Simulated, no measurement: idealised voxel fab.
process module | voxel gate over fins
cross-section cut | 285 nm wide | cells 5 nm
A cross-section is a grid of square cells, given in bands from the top down. A band is one or more rows of cells.
Each band's line starts with the height of the band's top and of its bottom, in nm. Then come its materials from left to right, each with its width in nm. One material with "throughout" fills the band from edge to edge. "air" is empty space.
Height 0 is the level under which the wafer as received is all one material. The lowest band goes on downwards, as in "0 down".
A width such as "30 to 40" changes by the same amount from each row of cells to the next, from the band's top row to its bottom row.
"no change" after a step means that no cell of the cross-section changed.
closed voids: empty space of 8 cells or more with no open way to the top, each as width x height at its distance from the left edge, in nm
after a step's settings: what the simulator itself notes on the step
overlay nm, on a step with a mask: how far to the right of its planned place the mask lay; to the left if negative
plan
1 op RECEIVE | material Si
2 op CONFORMAL_DEP | material SiN | thk nm 5
3 op MASKED_ETCH | tone cover | mask id FINS | width nm 15 | pitch nm 55 | etch materials SiN | depth nm 5 | overlay nm 0
4 op MASKED_ETCH | tone cover | mask id FINS | width nm 15 | pitch nm 55 | etch materials Si | depth nm 40 | overlay nm 0
5 op OXIDIZE | depth nm 5
6 op FILL_DEP | material SiO2 | thk nm 15
7 op CMP | height nm 5
8 op MASKED_ETCH | tone open | mask id RAIL | width nm 15 | etch materials SiO2 | depth nm 40 | overlay nm 0
9 op CONFORMAL_DEP | material TiN | thk nm 5
10 op FILL_DEP | material W | thk nm 5
11 op CMP | height nm 5
12 op SELECTIVE_ETCH | etch materials W Ru TiN | depth nm 25
13 op FILL_DEP | material SiO2 | thk nm 5
14 op CMP | height nm 5
15 op SELECTIVE_ETCH | etch materials SiO2 | depth nm 20
16 op STRIP | etch materials SiN
17 op CONFORMAL_DEP | material HfO2 | thk nm 5
18 op CONFORMAL_DEP | material TiN | thk nm 5
19 op FILL_DEP | material W | thk nm 15
20 op CMP | height nm 20
21 op CONFORMAL_DEP | material SiCN | thk nm 5
as received, after step 1
  0 down: Si throughout
  closed voids: none
a wafer at the end: this start, this plan, one mistake
  25 to 20: SiCN throughout
  20 to 5: W throughout
  5 to 0: W 45 | TiN 25 | W 30 | TiN 25 | W 30 | TiN 25 | W 30 | TiN 25 | W 50
  0 to -5: W 45 | TiN 5 | HfO2 15 | TiN 5 | W 30 | TiN 5 | HfO2 15 | TiN 5 | W 30 | TiN 5 | HfO2 15 | TiN 5 | W 30 | TiN 5 | HfO2 15 | TiN 5 | W 50
  -5 to -10: TiN 50 | HfO2 5 | Si 5 | HfO2 5 | TiN 40 | HfO2 5 | Si 5 | HfO2 5 | TiN 40 | HfO2 5 | Si 5 | HfO2 5 | TiN 40 | HfO2 5 | Si 5 | HfO2 5 | TiN 55
  -10 to -15: HfO2 55 | Si 5 | HfO2 50 | Si 5 | HfO2 50 | Si 5 | HfO2 50 | Si 5 | HfO2 60
  -15 to -20: SiO2 55 | Si 5 | SiO2 50 | Si 5 | SiO2 50 | Si 5 | SiO2 50 | Si 5 | SiO2 60
  -20 to -30: SiO2 55 | Si 5 | SiO2 15 | TiN 5 | W 5 | TiN 5 | SiO2 20 | Si 5 | SiO2 50 | Si 5 | SiO2 50 | Si 5 | SiO2 60
  -30 to -35: SiO2 55 | Si 5 | SiO2 15 | TiN 15 | SiO2 20 | Si 5 | SiO2 50 | Si 5 | SiO2 50 | Si 5 | SiO2 60
  -35 to -45: SiO2 55 | Si 5 | SiO2 50 | Si 5 | SiO2 50 | Si 5 | SiO2 50 | Si 5 | SiO2 60
  -45 down: Si throughout
  closed voids: none
what went wrong: step 2 was left out
